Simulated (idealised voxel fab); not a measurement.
process module | voxel self aligned vias
cross-section cut | 290 nm wide | cells 5 nm
A cross-section is a grid of square cells, given in bands from the top down. A band is one or more rows of cells.
Each band's line starts with the height of the band's top and of its bottom, in nm. Then come its materials from left to right, each with its width in nm. One material with "throughout" fills the band from edge to edge. "air" is empty space.
Height 0 is the level under which the wafer as received is all one material. The lowest band goes on downwards, as in "0 down".
A width such as "30 to 40" changes by the same amount from each row of cells to the next, from the band's top row to its bottom row.
"no change" after a step means that no cell of the cross-section changed.
closed voids: empty space of 8 cells or more with no open way to the top, each as width x height at its distance from the left edge, in nm
after a step's settings: what the simulator itself notes on the step
overlay nm, on a step with a mask: how far to the right of its planned place the mask lay; to the left if negative
plan
1 op RECEIVE | material Si
2 op CONFORMAL_DEP | material SiO2 | thk nm 15
3 op CONFORMAL_DEP | material SiCN | thk nm 5
4 op DIRECTIONAL_DEP | material SiO2 | thk nm 20
5 op MASKED_ETCH | tone open | mask id LINES | width nm 30 | pitch nm 65 | etch materials SiO2 | depth nm 20 | overlay nm 0
6 op CONFORMAL_DEP | material TiN | thk nm 5
7 op FILL_DEP | material Ru | thk nm 10
8 op CMP | height nm 40
9 op SELECTIVE_ETCH | etch materials W Ru TiN | depth nm 5
10 op FILL_DEP | material SiN | thk nm 10
11 op CMP | height nm 40
12 op DIRECTIONAL_DEP | material SiO2 | thk nm 15
13 op DIRECTIONAL_DEP | material aC | thk nm 10
14 op PATTERN | tone open | mask id VIAS | material resist | width nm 40 | pitch nm 130 | thk nm 30 | overlay nm 0
15 op DIRECTIONAL_ETCH | etch materials aC | depth nm 10
16 op STRIP | etch materials resist
17 op DIRECTIONAL_ETCH | etch materials SiO2 | depth nm 15
18 op DIRECTIONAL_ETCH | etch materials SiN | depth nm 5
19 op STRIP | etch materials aC
20 op CONFORMAL_DEP | material TiN | thk nm 5
21 op FILL_DEP | material W | thk nm 10
22 op CMP | height nm 55
23 op CONFORMAL_DEP | material SiCN | thk nm 5
as received, after step 1
  0 down: Si throughout
  closed voids: none
a wafer at the end: this start, this plan, one mistake
  60 to 55: SiCN throughout
  55 to 45: SiO2 60 | TiN 5 | W 30 | TiN 5 | SiO2 90 | TiN 5 | W 30 | TiN 5 | SiO2 60
  45 to 40: SiO2 60 | TiN 10 | W 20 | TiN 10 | SiO2 90 | TiN 10 | W 20 | TiN 10 | SiO2 60
  40 to 35: SiO2 65 | TiN 30 | SiO2 35 | SiN 30 | SiO2 35 | TiN 30 | SiO2 65
  35 to 30: SiCN throughout
  30 to 0: SiO2 throughout
  0 down: Si throughout
  closed voids: none
what went wrong: step 2 was run twice
